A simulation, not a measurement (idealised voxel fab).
voxel gate over fins: a process module
Section cut is 225 nm wide and gridded with 5 nm square cells.
Heads up, the way a cross-section reads in here is a grid of square cells, handed over as bands from the top down, with every band being one or more rows of cells. This entry defines a band. It first specifies the height of the band's top and the height of its bottom in nm, and then specifies the band's materials from left to right, stating each material with its width in nm. The word "full width" identifies a single material that fills the band from edge to edge, while the word "empty" identifies empty space. Heights are measured from 0, the level below which the as-received wafer is all one material; the lowest band has no bottom and continues downward, written as in "0 and below". The expression "30->40" gives the width at the extremes of the band, the first number at its top row of cells and the second at its bottom row, with the width changing by equal amounts from each row to the next in between. No cell of the cross-section changed in a step that is given as "no modification". Voids not open to the top, 8 cells minimum: see "Encapsulated voids". Written width x height at distance; distance is from the left edge; nm. Where a step's line continues beyond its settings, the continuation is a remark by the simulator itself on that step. When a step includes a mask, the "overlay nm" setting on its line states how far to the right of its planned place that mask lay, and negative values state how far to the left.

Steps in the process plan
1. RECEIVE | material Si
2. CONFORMAL_DEP | material SiN | thk nm 10
3. MASKED_ETCH | tone cover | mask id FINS | width nm 15 | pitch nm 60 | etch materials SiN | depth nm 10 | overlay nm 0
4. MASKED_ETCH | tone cover | mask id FINS | width nm 15 | pitch nm 60 | etch materials Si | depth nm 40 | overlay nm 0
5. OXIDIZE | depth nm 5
6. FILL_DEP | material SiO2 | thk nm 10
7. CMP | height nm 10
8. MASKED_ETCH | tone open | mask id RAIL | width nm 15 | etch materials SiO2 | depth nm 45 | overlay nm 0
9. CONFORMAL_DEP | material TiN | thk nm 5
10. FILL_DEP | material W | thk nm 10
11. CMP | height nm 10
12. SELECTIVE_ETCH | etch materials W Ru TiN | depth nm 30
13. FILL_DEP | material SiO2 | thk nm 5
14. CMP | height nm 10
15. SELECTIVE_ETCH | etch materials SiO2 | depth nm 20
16. STRIP | etch materials SiN
17. CONFORMAL_DEP | material HfO2 | thk nm 5
18. CONFORMAL_DEP | material TiN | thk nm 5
19. FILL_DEP | material W | thk nm 15
20. CMP | height nm 20
21. CONFORMAL_DEP | material SiCN | thk nm 5

First wafer out of two, processed as planned

Wafer cross-section on receipt, i.e. after step 1
> 0 and below = Si full width
> Encapsulated voids: none

Cross-section of the wafer subsequent to step 2
> 10 down to 0 = SiN full width
> Beneath the level 0, the cross-section is identical to its previous state.

Cross-section of the wafer subsequent to step 3
> 10 down to 0 = empty=45 | SiN=15 | empty=45 | SiN=15 | empty=45 | SiN=15 | empty=45
> Beneath the level 0, the cross-section is identical to its previous state.

Cross-section of the wafer subsequent to step 4
> 10 down to 0 = empty=45 | SiN=15 | empty=45 | SiN=15 | empty=45 | SiN=15 | empty=45
> 0 down to -40 = empty=45 | Si=15 | empty=45 | Si=15 | empty=45 | Si=15 | empty=45
> Beneath the level -40, the cross-section is identical to its previous state.

Cross-section of the wafer subsequent to step 5
> 10 down to 0 = empty=45 | SiN=15 | empty=45 | SiN=15 | empty=45 | SiN=15 | empty=45
> 0 down to -40 = empty=45 | SiO2=5 | Si=5 | SiO2=5 | empty=45 | SiO2=5 | Si=5 | SiO2=5 | empty=45 | SiO2=5 | Si=5 | SiO2=5 | empty=45
> -40 down to -45 = SiO2=50 | Si=5 | SiO2=55 | Si=5 | SiO2=55 | Si=5 | SiO2=50
> Beneath the level -45, the cross-section is identical to its previous state.

Cross-section of the wafer subsequent to step 6
> 20 down to 10 = SiO2 full width
> 10 down to 0 = SiO2=45 | SiN=15 | SiO2=45 | SiN=15 | SiO2=45 | SiN=15 | SiO2=45
> 0 down to -45 = SiO2=50 | Si=5 | SiO2=55 | Si=5 | SiO2=55 | Si=5 | SiO2=50
> Beneath the level -45, the cross-section is identical to its previous state.

Cross-section of the wafer subsequent to step 7
> 10 down to 0 = SiO2=45 | SiN=15 | SiO2=45 | SiN=15 | SiO2=45 | SiN=15 | SiO2=45
> Beneath the level 0, the cross-section is identical to its previous state.

Cross-section of the wafer subsequent to step 8
> 10 down to 0 = SiO2=45 | SiN=15 | SiO2=15 | empty=15 | SiO2=15 | SiN=15 | SiO2=45 | SiN=15 | SiO2=45
> 0 down to -35 = SiO2=50 | Si=5 | SiO2=20 | empty=15 | SiO2=20 | Si=5 | SiO2=55 | Si=5 | SiO2=50
> Beneath the level -35, the cross-section is identical to its previous state.

Cross-section of the wafer subsequent to step 9
> 15 down to 10 = TiN=80 | empty=5 | TiN=140
> 10 down to 0 = SiO2=45 | SiN=15 | SiO2=15 | TiN=5 | empty=5 | TiN=5 | SiO2=15 | SiN=15 | SiO2=45 | SiN=15 | SiO2=45
> 0 down to -30 = SiO2=50 | Si=5 | SiO2=20 | TiN=5 | empty=5 | TiN=5 | SiO2=20 | Si=5 | SiO2=55 | Si=5 | SiO2=50
> -30 down to -35 = SiO2=50 | Si=5 | SiO2=20 | TiN=15 | SiO2=20 | Si=5 | SiO2=55 | Si=5 | SiO2=50
> Beneath the level -35, the cross-section is identical to its previous state.

Cross-section of the wafer subsequent to step 10
> 25 down to 15 = W full width
> 15 down to 10 = TiN=80 | W=5 | TiN=140
> 10 down to 0 = SiO2=45 | SiN=15 | SiO2=15 | TiN=5 | W=5 | TiN=5 | SiO2=15 | SiN=15 | SiO2=45 | SiN=15 | SiO2=45
> 0 down to -30 = SiO2=50 | Si=5 | SiO2=20 | TiN=5 | W=5 | TiN=5 | SiO2=20 | Si=5 | SiO2=55 | Si=5 | SiO2=50
> Beneath the level -30, the cross-section is identical to its previous state.

Cross-section of the wafer subsequent to step 11
> 10 down to 0 = SiO2=45 | SiN=15 | SiO2=15 | TiN=5 | W=5 | TiN=5 | SiO2=15 | SiN=15 | SiO2=45 | SiN=15 | SiO2=45
> Beneath the level 0, the cross-section is identical to its previous state.

Cross-section of the wafer subsequent to step 12
> 10 down to 0 = SiO2=45 | SiN=15 | SiO2=15 | empty=15 | SiO2=15 | SiN=15 | SiO2=45 | SiN=15 | SiO2=45
> 0 down to -20 = SiO2=50 | Si=5 | SiO2=20 | empty=15 | SiO2=20 | Si=5 | SiO2=55 | Si=5 | SiO2=50
> Beneath the level -20, the cross-section is identical to its previous state.

Cross-section of the wafer subsequent to step 13
> 15 down to 10 = SiO2 full width
> 10 down to 0 = SiO2=45 | SiN=15 | SiO2=45 | SiN=15 | SiO2=45 | SiN=15 | SiO2=45
> 0 down to -20 = SiO2=50 | Si=5 | SiO2=55 | Si=5 | SiO2=55 | Si=5 | SiO2=50
> Beneath the level -20, the cross-section is identical to its previous state.

Cross-section of the wafer subsequent to step 14
> 10 down to 0 = SiO2=45 | SiN=15 | SiO2=45 | SiN=15 | SiO2=45 | SiN=15 | SiO2=45
> Beneath the level 0, the cross-section is identical to its previous state.

Cross-section of the wafer subsequent to step 15
> 10 down to 0 = empty=45 | SiN=15 | empty=45 | SiN=15 | empty=45 | SiN=15 | empty=45
> 0 down to -10 = empty=50 | Si=5 | empty=55 | Si=5 | empty=55 | Si=5 | empty=50
> Beneath the level -10, the cross-section is identical to its previous state.

Cross-section of the wafer subsequent to step 16
> 0 down to -10 = empty=50 | Si=5 | empty=55 | Si=5 | empty=55 | Si=5 | empty=50
> Beneath the level -10, the cross-section is identical to its previous state.

Cross-section of the wafer subsequent to step 17
> 5 down to 0 = empty=45 | HfO2=15 | empty=45 | HfO2=15 | empty=45 | HfO2=15 | empty=45
> 0 down to -5 = empty=45 | HfO2=5 | Si=5 | HfO2=5 | empty=45 | HfO2=5 | Si=5 | HfO2=5 | empty=45 | HfO2=5 | Si=5 | HfO2=5 | empty=45
> -5 down to -10 = HfO2=50 | Si=5 | HfO2=55 | Si=5 | HfO2=55 | Si=5 | HfO2=50
> Beneath the level -10, the cross-section is identical to its previous state.

Cross-section of the wafer subsequent to step 18
> 10 down to 5 = empty=40 | TiN=25 | empty=35 | TiN=25 | empty=35 | TiN=25 | empty=40
> 5 down to 0 = empty=40 | TiN=5 | HfO2=15 | TiN=5 | empty=35 | TiN=5 | HfO2=15 | TiN=5 | empty=35 | TiN=5 | HfO2=15 | TiN=5 | empty=40
> 0 down to -5 = TiN=45 | HfO2=5 | Si=5 | HfO2=5 | TiN=45 | HfO2=5 | Si=5 | HfO2=5 | TiN=45 | HfO2=5 | Si=5 | HfO2=5 | TiN=45
> Beneath the level -5, the cross-section is identical to its previous state.

Cross-section of the wafer subsequent to step 19
> 25 down to 10 = W full width
> 10 down to 5 = W=40 | TiN=25 | W=35 | TiN=25 | W=35 | TiN=25 | W=40
> 5 down to 0 = W=40 | TiN=5 | HfO2=15 | TiN=5 | W=35 | TiN=5 | HfO2=15 | TiN=5 | W=35 | TiN=5 | HfO2=15 | TiN=5 | W=40
> Beneath the level 0, the cross-section is identical to its previous state.

Cross-section of the wafer subsequent to step 20
> 20 down to 10 = W full width
> Beneath the level 10, the cross-section is identical to its previous state.

Cross-section of the wafer subsequent to step 21
> 25 down to 20 = SiCN full width
> Beneath the level 20, the cross-section is identical to its previous state.

Wafer two of two - same starting point, same process plan, one mistake in execution; matches wafer one up to and including step 10

Cross-section of the second wafer corresponding to the planned conclusion of step 11: no modification

Cross-section of the second wafer corresponding to the planned conclusion of step 12
> 10 down to 0 = SiO2=45 | SiN=15 | SiO2=15 | empty=15 | SiO2=15 | SiN=15 | SiO2=45 | SiN=15 | SiO2=45
> 0 down to -5 = SiO2=50 | Si=5 | SiO2=20 | empty=15 | SiO2=20 | Si=5 | SiO2=55 | Si=5 | SiO2=50
> Beneath the level -5, the cross-section is identical to its previous state.

Cross-section of the second wafer corresponding to the planned conclusion of step 13
> 15 down to 10 = SiO2 full width
> 10 down to 0 = SiO2=45 | SiN=15 | SiO2=45 | SiN=15 | SiO2=45 | SiN=15 | SiO2=45
> 0 down to -5 = SiO2=50 | Si=5 | SiO2=55 | Si=5 | SiO2=55 | Si=5 | SiO2=50
> Beneath the level -5, the cross-section is identical to its previous state.

Cross-section of the second wafer corresponding to the planned conclusion of step 14
> 10 down to 0 = SiO2=45 | SiN=15 | SiO2=45 | SiN=15 | SiO2=45 | SiN=15 | SiO2=45
> Beneath the level 0, the cross-section is identical to its previous state.

Cross-section of the second wafer corresponding to the planned conclusion of step 15
> 10 down to 0 = empty=45 | SiN=15 | empty=45 | SiN=15 | empty=45 | SiN=15 | empty=45
> 0 down to -5 = empty=50 | Si=5 | empty=55 | Si=5 | empty=55 | Si=5 | empty=50
> -5 down to -10 = empty=50 | Si=5 | empty=20 | TiN=5 | W=5 | TiN=5 | empty=20 | Si=5 | empty=55 | Si=5 | empty=50
> Beneath the level -10, the cross-section is identical to its previous state.

Cross-section of the second wafer corresponding to the planned conclusion of step 16
> 0 down to -5 = empty=50 | Si=5 | empty=55 | Si=5 | empty=55 | Si=5 | empty=50
> Beneath the level -5, the cross-section is identical to its previous state.

Cross-section of the second wafer corresponding to the planned conclusion of step 17
> 5 down to 0 = empty=45 | HfO2=15 | empty=45 | HfO2=15 | empty=45 | HfO2=15 | empty=45
> 0 down to -5 = empty=45 | HfO2=5 | Si=5 | HfO2=5 | empty=10 | HfO2=25 | empty=10 | HfO2=5 | Si=5 | HfO2=5 | empty=45 | HfO2=5 | Si=5 | HfO2=5 | empty=45
> -5 down to -10 = HfO2=50 | Si=5 | HfO2=20 | TiN=5 | W=5 | TiN=5 | HfO2=20 | Si=5 | HfO2=55 | Si=5 | HfO2=50
> Beneath the level -10, the cross-section is identical to its previous state.

Cross-section of the second wafer corresponding to the planned conclusion of step 18
> 10 down to 5 = empty=40 | TiN=25 | empty=35 | TiN=25 | empty=35 | TiN=25 | empty=40
> 5 down to 0 = empty=40 | TiN=5 | HfO2=15 | TiN=45 | HfO2=15 | TiN=5 | empty=35 | TiN=5 | HfO2=15 | TiN=5 | empty=40
> 0 down to -5 = TiN=45 | HfO2=5 | Si=5 | HfO2=5 | TiN=10 | HfO2=25 | TiN=10 | HfO2=5 | Si=5 | HfO2=5 | TiN=45 | HfO2=5 | Si=5 | HfO2=5 | TiN=45
> Beneath the level -5, the cross-section is identical to its previous state.

Cross-section of the second wafer corresponding to the planned conclusion of step 19
> 25 down to 10 = W full width
> 10 down to 5 = W=40 | TiN=25 | W=35 | TiN=25 | W=35 | TiN=25 | W=40
> 5 down to 0 = W=40 | TiN=5 | HfO2=15 | TiN=45 | HfO2=15 | TiN=5 | W=35 | TiN=5 | HfO2=15 | TiN=5 | W=40
> Beneath the level 0, the cross-section is identical to its previous state.

Cross-section of the second wafer corresponding to the planned conclusion of step 20
> 20 down to 10 = W full width
> Beneath the level 10, the cross-section is identical to its previous state.

Cross-section of the second wafer corresponding to the planned conclusion of step 21
> 25 down to 20 = SiCN full width
> Beneath the level 20, the cross-section is identical to its previous state.
Against the plan, the run slipped here: plan step 11 was not performed, having been skipped
At the finish, the second wafer shows more or fewer cells for some materials than the first does: HfO2 +2; SiO2 -6; TiN +8; W -4
